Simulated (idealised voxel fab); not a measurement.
voxel transistor to metal: a process module
Xsec cut, 155 nm wide, square cell size 5 nm.
Cross-section, as written here: a square-cell grid given band by band from the top down, where a band holds one or more rows of cells. Band: top and bottom heights (nm) first, top before bottom; then materials from left to right, widths in nm. "everywhere" marks a sole material filling the band edge to edge. "air" denotes empty space. Counting heights begins at 0, where everything beneath is, in the wafer as received, one material. The lowest band has no bottom; it goes on downwards, as "0 and below" shows. The expression "30->40" gives the width at the extremes of the band, the first number at its top row of cells and the second at its bottom row, with the width changing by equal amounts from each row to the next in between. It should be understood that the words "identical to before", when stated for a given step, signify that the cross-section underwent no change in any of its cells during that step. So "Closed-off voids" is basically the list of trapped voids: any empty space of 8 cells or more that can't reach the top through an opening. They're written width x height at distance, the distance being from the left edge, and it's all nm. Text after the settings on a step's line: the simulator's own remark on that step. overlay nm: where the mask lay relative to plan, measured to the right, on steps with a mask; negatives go left.

[The steps planned for the process are as follows]
1,RECEIVE: material Si
2,OXIDIZE: depth nm 5
3,CONFORMAL_DEP: material SiN, thk nm 10
4,MASKED_ETCH: tone cover, mask id ACTIVE, width nm 105, etch materials SiN, depth nm 10, overlay nm 0
5,MASKED_ETCH: tone cover, mask id ACTIVE, width nm 105, etch materials SiO2, depth nm 5, overlay nm 0
6,MASKED_ETCH: tone cover, mask id ACTIVE, width nm 105, etch materials Si, depth nm 25, overlay nm 0
7,OXIDIZE: depth nm 5
8,FILL_DEP: material SiO2, thk nm 5
9,CMP: height nm 10
10,SELECTIVE_ETCH: etch materials SiO2, depth nm 10
11,STRIP: etch materials SiN
12,SELECTIVE_ETCH: etch materials SiO2, depth nm 5
13,OXIDIZE: depth nm 5
14,DIRECTIONAL_DEP: material polySi, thk nm 30
15,DIRECTIONAL_DEP: material SiCN, thk nm 15
16,DIRECTIONAL_DEP: material aC, thk nm 15
17,PATTERN: tone cover, mask id GATE, material resist, width nm 25, thk nm 30, overlay nm 0
18,DIRECTIONAL_ETCH: etch materials aC, depth nm 15
19,STRIP: etch materials resist
20,DIRECTIONAL_ETCH: etch materials SiCN, depth nm 25
21,DIRECTIONAL_ETCH: etch materials polySi, depth nm 40
22,STRIP: etch materials aC
23,CONFORMAL_DEP: material SiO2, thk nm 5
24,DIRECTIONAL_ETCH: etch materials SiO2, depth nm 5
25,CONFORMAL_DEP: material SiN, thk nm 5
26,DIRECTIONAL_ETCH: etch materials SiN, depth nm 5
27,DIRECTIONAL_ETCH: etch materials SiO2, depth nm 5
28,EPI: material nSi, thk nm 5
29,FILL_DEP: material SiO2, thk nm 10
30,CMP: height nm 25
31,STRIP: etch materials polySi
32,SELECTIVE_ETCH: etch materials SiO2, depth nm 5
33,CONFORMAL_DEP: material HfO2, thk nm 5
34,CONFORMAL_DEP: material TiN, thk nm 5
35,FILL_DEP: material W, thk nm 5
36,CMP: height nm 20
37,DIRECTIONAL_DEP: material SiO2, thk nm 15
38,DIRECTIONAL_DEP: material aC, thk nm 15
39,PATTERN: tone open, mask id CONTACT, material resist, width nm 20, pitch nm 75, thk nm 35, overlay nm 0
40,DIRECTIONAL_ETCH: etch materials aC, depth nm 15
41,STRIP: etch materials resist
42,DIRECTIONAL_ETCH: etch materials SiO2, depth nm 40
43,STRIP: etch materials aC
44,CONFORMAL_DEP: material TiN, thk nm 5
45,FILL_DEP: material W, thk nm 5
46,CMP: height nm 35
47,CONFORMAL_DEP: material SiCN, thk nm 5
48,DIRECTIONAL_DEP: material lowk, thk nm 25
49,PATTERN: tone open, mask id METAL_1, material resist, width nm 20, pitch nm 75, thk nm 20, overlay nm 0
50,DIRECTIONAL_ETCH: etch materials lowk, depth nm 25
51,DIRECTIONAL_ETCH: etch materials SiCN, depth nm 5
52,STRIP: etch materials resist
53,CONFORMAL_DEP: material TiN, thk nm 5
54,FILL_DEP: material Ru, thk nm 5
55,CMP: height nm 65
56,EPI: material Ru, thk nm 5
57,FILL_DEP: material SiCN, thk nm 5
58,DIRECTIONAL_DEP: material SiO2, thk nm 30
59,PATTERN: tone open, mask id METAL_2_HOLES, material resist, width nm 15, pitch nm 75, thk nm 15, overlay nm 0
60,DIRECTIONAL_ETCH: etch materials SiO2, depth nm 30
61,STRIP: etch materials resist
62,DIRECTIONAL_DEP: material aC, thk nm 10
63,PATTERN: tone open, mask id METAL_2, material resist, width nm 20, pitch nm 75, thk nm 25, overlay nm 0
64,DIRECTIONAL_ETCH: etch materials aC, depth nm 10
65,STRIP: etch materials resist
66,DIRECTIONAL_ETCH: etch materials SiO2, depth nm 15
67,DIRECTIONAL_ETCH: etch materials SiCN, depth nm 5
68,STRIP: etch materials aC
69,CONFORMAL_DEP: material TiN, thk nm 5
70,FILL_DEP: material Cu, thk nm 10
71,CMP: height nm 105
72,CONFORMAL_DEP: material SiCN, thk nm 5

[First of two wafers - as planned]

[Delivered wafer in cross-section: state after step 1]
- 0 and below = Si everywhere
- Closed-off voids: none

[So this is the wafer cross-section right after step 2]
- 0 down to -5 = SiO2 everywhere
- At heights below -5, the structure remains unaltered.

[So this is the wafer cross-section right after step 3]
- 10 down to 0 = SiN everywhere
- At heights below 0, the structure remains unaltered.

[So this is the wafer cross-section right after step 4]
- 10 down to 0 = air 25, then SiN 105, then air 25
- At heights below 0, the structure remains unaltered.

[So this is the wafer cross-section right after step 5]
- 10 down to 0 = air 25, then SiN 105, then air 25
- 0 down to -5 = air 25, then SiO2 105, then air 25
- At heights below -5, the structure remains unaltered.

[So this is the wafer cross-section right after step 6]
- 10 down to 0 = air 25, then SiN 105, then air 25
- 0 down to -5 = air 25, then SiO2 105, then air 25
- -5 down to -30 = air 25, then Si 105, then air 25
- At heights below -30, the structure remains unaltered.

[So this is the wafer cross-section right after step 7]
- 10 down to 0 = air 25, then SiN 105, then air 25
- 0 down to -5 = air 25, then SiO2 105, then air 25
- -5 down to -30 = air 25, then SiO2 5, then Si 95, then SiO2 5, then air 25
- -30 down to -35 = SiO2 30, then Si 95, then SiO2 30
- At heights below -35, the structure remains unaltered.

[So this is the wafer cross-section right after step 8]
- 15 down to 10 = SiO2 everywhere
- 10 down to 0 = SiO2 25, then SiN 105, then SiO2 25
- 0 down to -5 = SiO2 everywhere
- -5 down to -35 = SiO2 30, then Si 95, then SiO2 30
- At heights below -35, the structure remains unaltered.

[So this is the wafer cross-section right after step 9]
- 10 down to 0 = SiO2 25, then SiN 105, then SiO2 25
- At heights below 0, the structure remains unaltered.

[So this is the wafer cross-section right after step 10]
- 10 down to 0 = air 25, then SiN 105, then air 25
- At heights below 0, the structure remains unaltered.

[So this is the wafer cross-section right after step 11]
- 0 down to -5 = SiO2 everywhere
- At heights below -5, the structure remains unaltered.

[So this is the wafer cross-section right after step 12]
- -5 down to -35 = SiO2 30, then Si 95, then SiO2 30
- At heights below -35, the structure remains unaltered.

[So this is the wafer cross-section right after step 13]
- -5 down to -10 = SiO2 everywhere
- At heights below -10, the structure remains unaltered.

[So this is the wafer cross-section right after step 14]
- 25 down to -5 = polySi everywhere
- At heights below -5, the structure remains unaltered.

[So this is the wafer cross-section right after step 15]
- 40 down to 25 = SiCN everywhere
- At heights below 25, the structure remains unaltered.

[So this is the wafer cross-section right after step 16]
- 55 down to 40 = aC everywhere
- At heights below 40, the structure remains unaltered.

[So this is the wafer cross-section right after step 17]
- 85 down to 55 = air 65, then resist 25, then air 65
- At heights below 55, the structure remains unaltered.

[So this is the wafer cross-section right after step 18]
- 70 down to 55 = air 65, then resist 25, then air 65
- 55 down to 40 = air 65, then aC 25, then air 65
- At heights below 40, the structure remains unaltered.

[So this is the wafer cross-section right after step 19]
- 55 down to 40 = air 65, then aC 25, then air 65
- At heights below 40, the structure remains unaltered.

[So this is the wafer cross-section right after step 20]
- 55 down to 40 = air 65, then aC 25, then air 65
- 40 down to 25 = air 65, then SiCN 25, then air 65
- At heights below 25, the structure remains unaltered.

[So this is the wafer cross-section right after step 21]
- 55 down to 40 = air 65, then aC 25, then air 65
- 40 down to 25 = air 65, then SiCN 25, then air 65
- 25 down to -5 = air 65, then polySi 25, then air 65
- At heights below -5, the structure remains unaltered.

[So this is the wafer cross-section right after step 22]
- 40 down to 25 = air 65, then SiCN 25, then air 65
- At heights below 25, the structure remains unaltered.

[So this is the wafer cross-section right after step 23]
- 45 down to 40 = air 60, then SiO2 35, then air 60
- 40 down to 25 = air 60, then SiO2 5, then SiCN 25, then SiO2 5, then air 60
- 25 down to 0 = air 60, then SiO2 5, then polySi 25, then SiO2 5, then air 60
- 0 down to -5 = SiO2 65, then polySi 25, then SiO2 65
- At heights below -5, the structure remains unaltered.

[So this is the wafer cross-section right after step 24]
- 40 down to 25 = air 60, then SiO2 5, then SiCN 25, then SiO2 5, then air 60
- 25 down to -5 = air 60, then SiO2 5, then polySi 25, then SiO2 5, then air 60
- At heights below -5, the structure remains unaltered.

[So this is the wafer cross-section right after step 25]
- 45 down to 40 = air 55, then SiN 45, then air 55
- 40 down to 25 = air 55, then SiN 5, then SiO2 5, then SiCN 25, then SiO2 5, then SiN 5, then air 55
- 25 down to 0 = air 55, then SiN 5, then SiO2 5, then polySi 25, then SiO2 5, then SiN 5, then air 55
- 0 down to -5 = SiN 60, then SiO2 5, then polySi 25, then SiO2 5, then SiN 60
- At heights below -5, the structure remains unaltered.

[So this is the wafer cross-section right after step 26]
- 40 down to 25 = air 55, then SiN 5, then SiO2 5, then SiCN 25, then SiO2 5, then SiN 5, then air 55
- 25 down to -5 = air 55, then SiN 5, then SiO2 5, then polySi 25, then SiO2 5, then SiN 5, then air 55
- At heights below -5, the structure remains unaltered.

[So this is the wafer cross-section right after step 27]
- 40 down to 35 = air 55, then SiN 5, then air 5, then SiCN 25, then air 5, then SiN 5, then air 55
- 35 down to 25 = air 55, then SiN 5, then SiO2 5, then SiCN 25, then SiO2 5, then SiN 5, then air 55
- 25 down to -5 = air 55, then SiN 5, then SiO2 5, then polySi 25, then SiO2 5, then SiN 5, then air 55
- -5 down to -10 = air 55, then SiO2 45, then air 55
- At heights below -10, the structure remains unaltered.

[So this is the wafer cross-section right after step 28]
- 40 down to 35 = air 55, then SiN 5, then air 5, then SiCN 25, then air 5, then SiN 5, then air 55
- 35 down to 25 = air 55, then SiN 5, then SiO2 5, then SiCN 25, then SiO2 5, then SiN 5, then air 55
- 25 down to -5 = air 55, then SiN 5, then SiO2 5, then polySi 25, then SiO2 5, then SiN 5, then air 55
- -5 down to -10 = air 25, then nSi 30, then SiO2 45, then nSi 30, then air 25
- At heights below -10, the structure remains unaltered.

[So this is the wafer cross-section right after step 29]
- 50 down to 40 = SiO2 everywhere
- 40 down to 25 = SiO2 55, then SiN 5, then SiO2 5, then SiCN 25, then SiO2 5, then SiN 5, then SiO2 55
- 25 down to -5 = SiO2 55, then SiN 5, then SiO2 5, then polySi 25, then SiO2 5, then SiN 5, then SiO2 55
- -5 down to -10 = SiO2 25, then nSi 30, then SiO2 45, then nSi 30, then SiO2 25
- At heights below -10, the structure remains unaltered.

[So this is the wafer cross-section right after step 30]
- 25 down to -5 = SiO2 55, then SiN 5, then SiO2 5, then polySi 25, then SiO2 5, then SiN 5, then SiO2 55
- At heights below -5, the structure remains unaltered.

[So this is the wafer cross-section right after step 31]
- 25 down to -5 = SiO2 55, then SiN 5, then SiO2 5, then air 25, then SiO2 5, then SiN 5, then SiO2 55
- At heights below -5, the structure remains unaltered.

[So this is the wafer cross-section right after step 32]
- 25 down to 20 = air 55, then SiN 5, then air 35, then SiN 5, then air 55
- 20 down to -5 = SiO2 55, then SiN 5, then air 35, then SiN 5, then SiO2 55
- -5 down to -10 = SiO2 25, then nSi 30, then SiO2 5, then air 35, then SiO2 5, then nSi 30, then SiO2 25
- At heights below -10, the structure remains unaltered.

[So this is the wafer cross-section right after step 33]
- 30 down to 25 = air 50, then HfO2 15, then air 25, then HfO2 15, then air 50
- 25 down to 20 = HfO2 55, then SiN 5, then HfO2 5, then air 25, then HfO2 5, then SiN 5, then HfO2 55
- 20 down to -5 = SiO2 55, then SiN 5, then HfO2 5, then air 25, then HfO2 5, then SiN 5, then SiO2 55
- -5 down to -10 = SiO2 25, then nSi 30, then SiO2 5, then HfO2 35, then SiO2 5, then nSi 30, then SiO2 25
- At heights below -10, the structure remains unaltered.

[So this is the wafer cross-section right after step 34]
- 35 down to 30 = air 45, then TiN 25, then air 15, then TiN 25, then air 45
- 30 down to 25 = TiN 50, then HfO2 15, then TiN 5, then air 15, then TiN 5, then HfO2 15, then TiN 50
- 25 down to 20 = HfO2 55, then SiN 5, then HfO2 5, then TiN 5, then air 15, then TiN 5, then HfO2 5, then SiN 5, then HfO2 55
- 20 down to 0 = SiO2 55, then SiN 5, then HfO2 5, then TiN 5, then air 15, then TiN 5, then HfO2 5, then SiN 5, then SiO2 55
- 0 down to -5 = SiO2 55, then SiN 5, then HfO2 5, then TiN 25, then HfO2 5, then SiN 5, then SiO2 55
- At heights below -5, the structure remains unaltered.

[So this is the wafer cross-section right after step 35]
- 40 down to 35 = W everywhere
- 35 down to 30 = W 45, then TiN 25, then W 15, then TiN 25, then W 45
- 30 down to 25 = TiN 50, then HfO2 15, then TiN 5, then W 15, then TiN 5, then HfO2 15, then TiN 50
- 25 down to 20 = HfO2 55, then SiN 5, then HfO2 5, then TiN 5, then W 15, then TiN 5, then HfO2 5, then SiN 5, then HfO2 55
- 20 down to 0 = SiO2 55, then SiN 5, then HfO2 5, then TiN 5, then W 15, then TiN 5, then HfO2 5, then SiN 5, then SiO2 55
- At heights below 0, the structure remains unaltered.

[So this is the wafer cross-section right after step 36]
- 20 down to 0 = SiO2 55, then SiN 5, then HfO2 5, then TiN 5, then W 15, then TiN 5, then HfO2 5, then SiN 5, then SiO2 55
- At heights below 0, the structure remains unaltered.

[So this is the wafer cross-section right after step 37]
- 35 down to 20 = SiO2 everywhere
- At heights below 20, the structure remains unaltered.

[So this is the wafer cross-section right after step 38]
- 50 down to 35 = aC everywhere
- At heights below 35, the structure remains unaltered.

[So this is the wafer cross-section right after step 39]
- 85 down to 50 = resist 30, then air 20, then resist 55, then air 20, then resist 30
- At heights below 50, the structure remains unaltered.

[So this is the wafer cross-section right after step 40]
- 70 down to 50 = resist 30, then air 20, then resist 55, then air 20, then resist 30
- 50 down to 35 = aC 30, then air 20, then aC 55, then air 20, then aC 30
- At heights below 35, the structure remains unaltered.

[So this is the wafer cross-section right after step 41]
- 50 down to 35 = aC 30, then air 20, then aC 55, then air 20, then aC 30
- At heights below 35, the structure remains unaltered.

[So this is the wafer cross-section right after step 42]
- 50 down to 35 = aC 30, then air 20, then aC 55, then air 20, then aC 30
- 35 down to 20 = SiO2 30, then air 20, then SiO2 55, then air 20, then SiO2 30
- 20 down to 0 = SiO2 30, then air 20, then SiO2 5, then SiN 5, then HfO2 5, then TiN 5, then W 15, then TiN 5, then HfO2 5, then SiN 5, then SiO2 5, then air 20, then SiO2 30
- 0 down to -5 = SiO2 30, then air 20, then SiO2 5, then SiN 5, then HfO2 5, then TiN 25, then HfO2 5, then SiN 5, then SiO2 5, then air 20, then SiO2 30
- At heights below -5, the structure remains unaltered.

[So this is the wafer cross-section right after step 43]
- 35 down to 20 = SiO2 30, then air 20, then SiO2 55, then air 20, then SiO2 30
- At heights below 20, the structure remains unaltered.

[So this is the wafer cross-section right after step 44]
- 40 down to 35 = TiN 35, then air 10, then TiN 65, then air 10, then TiN 35
- 35 down to 20 = SiO2 30, then TiN 5, then air 10, then TiN 5, then SiO2 55, then TiN 5, then air 10, then TiN 5, then SiO2 30
- 20 down to 0 = SiO2 30, then TiN 5, then air 10, then TiN 5, then SiO2 5, then SiN 5, then HfO2 5, then TiN 5, then W 15, then TiN 5, then HfO2 5, then SiN 5, then SiO2 5, then TiN 5, then air 10, then TiN 5, then SiO2 30
- 0 down to -5 = SiO2 30, then TiN 20, then SiO2 5, then SiN 5, then HfO2 5, then TiN 25, then HfO2 5, then SiN 5, then SiO2 5, then TiN 20, then SiO2 30
- At heights below -5, the structure remains unaltered.

[So this is the wafer cross-section right after step 45]
- 45 down to 40 = W everywhere
- 40 down to 35 = TiN 35, then W 10, then TiN 65, then W 10, then TiN 35
- 35 down to 20 = SiO2 30, then TiN 5, then W 10, then TiN 5, then SiO2 55, then TiN 5, then W 10, then TiN 5, then SiO2 30
- 20 down to 0 = SiO2 30, then TiN 5, then W 10, then TiN 5, then SiO2 5, then SiN 5, then HfO2 5, then TiN 5, then W 15, then TiN 5, then HfO2 5, then SiN 5, then SiO2 5, then TiN 5, then W 10, then TiN 5, then SiO2 30
- At heights below 0, the structure remains unaltered.

[So this is the wafer cross-section right after step 46]
- 35 down to 20 = SiO2 30, then TiN 5, then W 10, then TiN 5, then SiO2 55, then TiN 5, then W 10, then TiN 5, then SiO2 30
- At heights below 20, the structure remains unaltered.

[So this is the wafer cross-section right after step 47]
- 40 down to 35 = SiCN everywhere
- At heights below 35, the structure remains unaltered.

[So this is the wafer cross-section right after step 48]
- 65 down to 40 = lowk everywhere
- At heights below 40, the structure remains unaltered.

[So this is the wafer cross-section right after step 49]
- 85 down to 65 = resist 30, then air 20, then resist 55, then air 20, then resist 30
- At heights below 65, the structure remains unaltered.

[So this is the wafer cross-section right after step 50]
- 85 down to 65 = resist 30, then air 20, then resist 55, then air 20, then resist 30
- 65 down to 40 = lowk 30, then air 20, then lowk 55, then air 20, then lowk 30
- At heights below 40, the structure remains unaltered.

[So this is the wafer cross-section right after step 51]
- 85 down to 65 = resist 30, then air 20, then resist 55, then air 20, then resist 30
- 65 down to 40 = lowk 30, then air 20, then lowk 55, then air 20, then lowk 30
- 40 down to 35 = SiCN 30, then air 20, then SiCN 55, then air 20, then SiCN 30
- At heights below 35, the structure remains unaltered.

[So this is the wafer cross-section right after step 52]
- 65 down to 40 = lowk 30, then air 20, then lowk 55, then air 20, then lowk 30
- At heights below 40, the structure remains unaltered.

[So this is the wafer cross-section right after step 53]
- 70 down to 65 = TiN 35, then air 10, then TiN 65, then air 10, then TiN 35
- 65 down to 40 = lowk 30, then TiN 5, then air 10, then TiN 5, then lowk 55, then TiN 5, then air 10, then TiN 5, then lowk 30
- 40 down to 35 = SiCN 30, then TiN 20, then SiCN 55, then TiN 20, then SiCN 30
- At heights below 35, the structure remains unaltered.

[So this is the wafer cross-section right after step 54]
- 75 down to 70 = Ru everywhere
- 70 down to 65 = TiN 35, then Ru 10, then TiN 65, then Ru 10, then TiN 35
- 65 down to 40 = lowk 30, then TiN 5, then Ru 10, then TiN 5, then lowk 55, then TiN 5, then Ru 10, then TiN 5, then lowk 30
- At heights below 40, the structure remains unaltered.

[So this is the wafer cross-section right after step 55]
- 65 down to 40 = lowk 30, then TiN 5, then Ru 10, then TiN 5, then lowk 55, then TiN 5, then Ru 10, then TiN 5, then lowk 30
- At heights below 40, the structure remains unaltered.

[So this is the wafer cross-section right after step 56]
- 70 down to 65 = air 25, then Ru 30, then air 45, then Ru 30, then air 25
- At heights below 65, the structure remains unaltered.

[So this is the wafer cross-section right after step 57]
- 75 down to 70 = SiCN everywhere
- 70 down to 65 = SiCN 25, then Ru 30, then SiCN 45, then Ru 30, then SiCN 25
- At heights below 65, the structure remains unaltered.

[So this is the wafer cross-section right after step 58]
- 105 down to 75 = SiO2 everywhere
- At heights below 75, the structure remains unaltered.

[So this is the wafer cross-section right after step 59]
- 120 down to 105 = resist 30, then air 15, then resist 60, then air 15, then resist 35
- At heights below 105, the structure remains unaltered.

[So this is the wafer cross-section right after step 60]
- 120 down to 105 = resist 30, then air 15, then resist 60, then air 15, then resist 35
- 105 down to 75 = SiO2 30, then air 15, then SiO2 60, then air 15, then SiO2 35
- At heights below 75, the structure remains unaltered.

[So this is the wafer cross-section right after step 61]
- 105 down to 75 = SiO2 30, then air 15, then SiO2 60, then air 15, then SiO2 35
- At heights below 75, the structure remains unaltered.

[So this is the wafer cross-section right after step 62]
- 115 down to 105 = aC 30, then air 15, then aC 60, then air 15, then aC 35
- 105 down to 85 = SiO2 30, then air 15, then SiO2 60, then air 15, then SiO2 35
- 85 down to 75 = SiO2 30, then aC 15, then SiO2 60, then aC 15, then SiO2 35
- At heights below 75, the structure remains unaltered.

[So this is the wafer cross-section right after step 63]
- 140 down to 115 = resist 30, then air 20, then resist 55, then air 20, then resist 30
- At heights below 115, the structure remains unaltered.

[So this is the wafer cross-section right after step 64]
- 130 down to 115 = resist 30, then air 20, then resist 55, then air 20, then resist 30
- 115 down to 105 = aC 30, then air 20, then aC 55, then air 20, then aC 30
- 105 down to 75 = SiO2 30, then air 15, then SiO2 60, then air 15, then SiO2 35
- At heights below 75, the structure remains unaltered.

[So this is the wafer cross-section right after step 65]
- 115 down to 105 = aC 30, then air 20, then aC 55, then air 20, then aC 30
- At heights below 105, the structure remains unaltered.

[So this is the wafer cross-section right after step 66]
- 115 down to 105 = aC 30, then air 20, then aC 55, then air 20, then aC 30
- 105 down to 90 = SiO2 30, then air 20, then SiO2 55, then air 20, then SiO2 30
- At heights below 90, the structure remains unaltered.

[So this is the wafer cross-section right after step 67]
- 115 down to 105 = aC 30, then air 20, then aC 55, then air 20, then aC 30
- 105 down to 90 = SiO2 30, then air 20, then SiO2 55, then air 20, then SiO2 30
- 90 down to 75 = SiO2 30, then air 15, then SiO2 60, then air 15, then SiO2 35
- 75 down to 70 = SiCN 30, then air 15, then SiCN 60, then air 15, then SiCN 35
- At heights below 70, the structure remains unaltered.

[So this is the wafer cross-section right after step 68]
- 105 down to 90 = SiO2 30, then air 20, then SiO2 55, then air 20, then SiO2 30
- At heights below 90, the structure remains unaltered.

[So this is the wafer cross-section right after step 69]
- 110 down to 105 = TiN 35, then air 10, then TiN 65, then air 10, then TiN 35
- 105 down to 95 = SiO2 30, then TiN 5, then air 10, then TiN 5, then SiO2 55, then TiN 5, then air 10, then TiN 5, then SiO2 30
- 95 down to 90 = SiO2 30, then TiN 5, then air 5, then TiN 10, then SiO2 55, then TiN 5, then air 5, then TiN 10, then SiO2 30
- 90 down to 75 = SiO2 30, then TiN 5, then air 5, then TiN 5, then SiO2 60, then TiN 5, then air 5, then TiN 5, then SiO2 35
- 75 down to 70 = SiCN 30, then TiN 15, then SiCN 60, then TiN 15, then SiCN 35
- At heights below 70, the structure remains unaltered.

[So this is the wafer cross-section right after step 70]
- 120 down to 110 = Cu everywhere
- 110 down to 105 = TiN 35, then Cu 10, then TiN 65, then Cu 10, then TiN 35
- 105 down to 95 = SiO2 30, then TiN 5, then Cu 10, then TiN 5, then SiO2 55, then TiN 5, then Cu 10, then TiN 5, then SiO2 30
- 95 down to 90 = SiO2 30, then TiN 5, then Cu 5, then TiN 10, then SiO2 55, then TiN 5, then Cu 5, then TiN 10, then SiO2 30
- 90 down to 75 = SiO2 30, then TiN 5, then Cu 5, then TiN 5, then SiO2 60, then TiN 5, then Cu 5, then TiN 5, then SiO2 35
- At heights below 75, the structure remains unaltered.

[So this is the wafer cross-section right after step 71]
- 105 down to 95 = SiO2 30, then TiN 5, then Cu 10, then TiN 5, then SiO2 55, then TiN 5, then Cu 10, then TiN 5, then SiO2 30
- At heights below 95, the structure remains unaltered.

[So this is the wafer cross-section right after step 72]
- 110 down to 105 = SiCN everywhere
- At heights below 105, the structure remains unaltered.

[Regarding the second of the two wafers: it shared the first wafer's starting condition and process plan, yet one error occurred during its execution. Its history coincides with that of the first wafer up to and including step 62]

[The second wafer in cross-section, at the planned close of step 63]
- 140 down to 115 = resist 25, then air 20, then resist 55, then air 20, then resist 35
- At heights below 115, the structure remains unaltered.

[The second wafer in cross-section, at the planned close of step 64]
- 130 down to 115 = resist 25, then air 20, then resist 55, then air 20, then resist 35
- 115 down to 105 = aC 25, then air 20, then aC 55, then air 20, then aC 35
- 105 down to 75 = SiO2 30, then air 15, then SiO2 60, then air 15, then SiO2 35
- At heights below 75, the structure remains unaltered.

[The second wafer in cross-section, at the planned close of step 65]
- 115 down to 105 = aC 25, then air 20, then aC 55, then air 20, then aC 35
- At heights below 105, the structure remains unaltered.

[The second wafer in cross-section, at the planned close of step 66]
- 115 down to 105 = aC 25, then air 20, then aC 55, then air 20, then aC 35
- 105 down to 90 = SiO2 25, then air 20, then SiO2 55, then air 20, then SiO2 35
- At heights below 90, the structure remains unaltered.

[The second wafer in cross-section, at the planned close of step 67]
- 115 down to 105 = aC 25, then air 20, then aC 55, then air 20, then aC 35
- 105 down to 90 = SiO2 25, then air 20, then SiO2 55, then air 20, then SiO2 35
- 90 down to 75 = SiO2 30, then air 15, then SiO2 60, then air 15, then SiO2 35
- 75 down to 70 = SiCN 30, then air 15, then SiCN 60, then air 15, then SiCN 35
- At heights below 70, the structure remains unaltered.

[The second wafer in cross-section, at the planned close of step 68]
- 105 down to 90 = SiO2 25, then air 20, then SiO2 55, then air 20, then SiO2 35
- At heights below 90, the structure remains unaltered.

[The second wafer in cross-section, at the planned close of step 69]
- 110 down to 105 = TiN 30, then air 10, then TiN 65, then air 10, then TiN 40
- 105 down to 95 = SiO2 25, then TiN 5, then air 10, then TiN 5, then SiO2 55, then TiN 5, then air 10, then TiN 5, then SiO2 35
- 95 down to 90 = SiO2 25, then TiN 10, then air 5, then TiN 5, then SiO2 55, then TiN 10, then air 5, then TiN 5, then SiO2 35
- 90 down to 75 = SiO2 30, then TiN 5, then air 5, then TiN 5, then SiO2 60, then TiN 5, then air 5, then TiN 5, then SiO2 35
- 75 down to 70 = SiCN 30, then TiN 15, then SiCN 60, then TiN 15, then SiCN 35
- At heights below 70, the structure remains unaltered.

[The second wafer in cross-section, at the planned close of step 70]
- 120 down to 110 = Cu everywhere
- 110 down to 105 = TiN 30, then Cu 10, then TiN 65, then Cu 10, then TiN 40
- 105 down to 95 = SiO2 25, then TiN 5, then Cu 10, then TiN 5, then SiO2 55, then TiN 5, then Cu 10, then TiN 5, then SiO2 35
- 95 down to 90 = SiO2 25, then TiN 10, then Cu 5, then TiN 5, then SiO2 55, then TiN 10, then Cu 5, then TiN 5, then SiO2 35
- 90 down to 75 = SiO2 30, then TiN 5, then Cu 5, then TiN 5, then SiO2 60, then TiN 5, then Cu 5, then TiN 5, then SiO2 35
- At heights below 75, the structure remains unaltered.

[The second wafer in cross-section, at the planned close of step 71]
- 105 down to 95 = SiO2 25, then TiN 5, then Cu 10, then TiN 5, then SiO2 55, then TiN 5, then Cu 10, then TiN 5, then SiO2 35
- At heights below 95, the structure remains unaltered.

[The second wafer in cross-section, at the planned close of step 72]
- 110 down to 105 = SiCN everywhere
- At heights below 105, the structure remains unaltered.
The plan and the run diverged here: step 63 did not use the planned setting and instead ran as PATTERN: tone open, mask id METAL_2, material resist, width nm 20, pitch nm 75, thk nm 25, overlay nm -5
Final wafers compared: equal cell tally per material, rearranged layout.
